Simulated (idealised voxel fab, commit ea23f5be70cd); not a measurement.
Module name: voxel plated lines (process module)
It is cross-section cut that appears here, measuring 265 nm in width, its square cells being 5 nm in size.
Cross-section, as written here: a square-cell grid given band by band from the top down, where a band holds one or more rows of cells. This entry defines a band. It first specifies the height of the band's top and the height of its bottom in nm, and then specifies the band's materials from left to right, stating each material with its width in nm. The word "everywhere" identifies a single material that fills the band from edge to edge, while the word "air" identifies empty space. The level at which height equals 0 is the one under which the wafer, as it arrives, is entirely one material. No lower edge exists for the bottom band, which continues downward and is notated as in "top 0, no bottom". Quick explanation for "30->40": the width changes in equal steps down the rows of cells, from the first number in the band's top row to the second number in its bottom row. When a step is marked "left unchanged", none of the cells in the cross-section changed during that step. The list in "Enclosed void catalog" covers empty spaces of 8 cells or more that cannot reach the top through any open way, and it gives each as width x height at distance; the distance is from the left edge, and width, height and distance are in nm. Whatever follows a step's settings on its line is a remark the simulator itself makes about that step. "overlay nm" answers the question of how far to the right of plan the mask lay on a step that has a mask, and when it is negative the answer is to the left.
## Process steps - plan
1) RECEIVE (material Si)
2) CONFORMAL_DEP (material SiN; thk nm 10)
3) DIRECTIONAL_DEP (material TiN; thk nm 5)
4) PATTERN (tone open; mask id LINES; material resist; width nm 25; pitch nm 50; thk nm 15; overlay nm 0)
5) EPI (material Ru; thk nm 10)
6) STRIP (etch materials resist)
7) DIRECTIONAL_ETCH (etch materials TiN; depth nm 5)
8) CONFORMAL_DEP (material SiO2; thk nm 10)
## As-received wafer cross-section (after step 1)
* top 0, no bottom: Si everywhere
* Enclosed void catalog: none
## Result of the module, cross-sectioned: start per above, plan per above, one error in how it was run
* top 45, bottom 35: air: 55 | SiO2: 155 | air: 55
* top 35, bottom 30: air: 55 | SiO2: 10 | Ru: 35 | SiO2: 15 | Ru: 35 | SiO2: 15 | Ru: 35 | SiO2: 10 | air: 55
* top 30, bottom 20: air: 55 | SiO2: 15 | Ru: 25 | SiO2: 25 | Ru: 25 | SiO2: 25 | Ru: 25 | SiO2: 15 | air: 55
* top 20, bottom 15: SiO2: 70 | Ru: 25 | SiO2: 25 | Ru: 25 | SiO2: 25 | Ru: 25 | SiO2: 70
* top 15, bottom 10: SiO2: 65 | TiN: 35 | SiO2: 15 | TiN: 35 | SiO2: 15 | TiN: 35 | SiO2: 65
* top 10, bottom 0: SiN everywhere
* top 0, no bottom: Si everywhere
* Enclosed void catalog: none
What was done differently from what was planned? in the plan, step 5 was performed twice
